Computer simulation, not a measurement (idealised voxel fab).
You're looking at the process module voxel fin reveal.
For reference, the cross-section in this document is cut, with width 285 nm and square cells of 5 nm.
A cross-section is written here as square cells arranged in a grid, and it is given in bands from the top down, each band taking up one or more rows of cells.
Top height, bottom height, nm. Materials left to right, width each, nm. Single material + "everywhere" = fills band edge to edge. "blank" = empty.
Note: height 0 marks the level under which the wafer is uniformly one material as received. Lowest band unbounded below, written "0..down".
Width: "30->40" (first number = top row, second number = bottom row, same change from row to row of cells).
No cell of the cross-section changed in a step that is given as "stayed the same".
Look at "Closed void register" for the closed voids: empty spaces with no open path to the top, sized 8 cells or up. Each is width x height at distance, distance from the left edge, all nm.
It should be noted that, on the line of a given step, the content following the step's settings is a remark produced by the simulator itself with respect to that step.
Among the settings permitted on a step's line is "overlay nm"; applied to a step with a mask, it specifies the extent to which the mask lay to the right of its planned position, whereas a negative figure signifies a position to the left.
SO HERE'S THE LINEUP OF PROCESS STEPS WE PLANNED
| 1 | RECEIVE | material Si |
| 2 | CONFORMAL_DEP | material SiN | thk nm 10 |
| 3 | MASKED_ETCH | tone cover | mask id FINS | width nm 15 | pitch nm 40 | etch materials SiN | depth nm 10 | overlay nm 0 |
| 4 | MASKED_ETCH | tone cover | mask id FINS | width nm 15 | pitch nm 40 | etch materials Si | depth nm 35 | overlay nm 0 |
| 5 | FILL_DEP | material SiO2 | thk nm 10 |
| 6 | CMP | height nm 10 |
| 7 | SELECTIVE_ETCH | etch materials SiO2 | depth nm 20 |
| 8 | STRIP | etch materials SiN |
| 9 | CONFORMAL_DEP | material SiO2 | thk nm 5 |
SHOWN IN CROSS-SECTION IS THE WAFER AS RECEIVED, THAT IS, AS IT STANDS AFTER STEP 1
    0..down = Si everywhere
    Closed void register: none
FIRST WAFER AT THE END, AS PLANNED
    5..0 = 90 blank; 25 SiO2; 15 blank; 25 SiO2; 15 blank; 25 SiO2; 90 blank
    0..-5 = 90 blank; 5 SiO2; 15 Si; 5 SiO2; 15 blank; 5 SiO2; 15 Si; 5 SiO2; 15 blank; 5 SiO2; 15 Si; 5 SiO2; 90 blank
    -5..-35 = 95 SiO2; 15 Si; 25 SiO2; 15 Si; 25 SiO2; 15 Si; 95 SiO2
    -35..down = Si everywhere
    Closed void register: none
WAFER TWO, END OF MODULE, CROSS-SECTION. SAME START, SAME PLAN AS WAFER ONE. ONE MISTAKE IN THE RUN
    15..10 = 90 blank; 25 SiO2; 15 blank; 25 SiO2; 15 blank; 25 SiO2; 90 blank
    10..0 = 90 blank; 5 SiO2; 15 SiN; 5 SiO2; 15 blank; 5 SiO2; 15 SiN; 5 SiO2; 15 blank; 5 SiO2; 15 SiN; 5 SiO2; 90 blank
    0..-30 = 90 blank; 5 SiO2; 15 Si; 5 SiO2; 15 blank; 5 SiO2; 15 Si; 5 SiO2; 15 blank; 5 SiO2; 15 Si; 5 SiO2; 90 blank
    -30..-35 = 95 SiO2; 15 Si; 25 SiO2; 15 Si; 25 SiO2; 15 Si; 95 SiO2
    -35..down = Si everywhere
    Closed void register: none
Plan not followed: step 8 changed vs plan, executed as STRIP | etch materials SiO2
Wrapping up, a cell-based count of both wafers puts the second over or under the first for these materials: SiN: 18 more; SiO2: 198 fewer
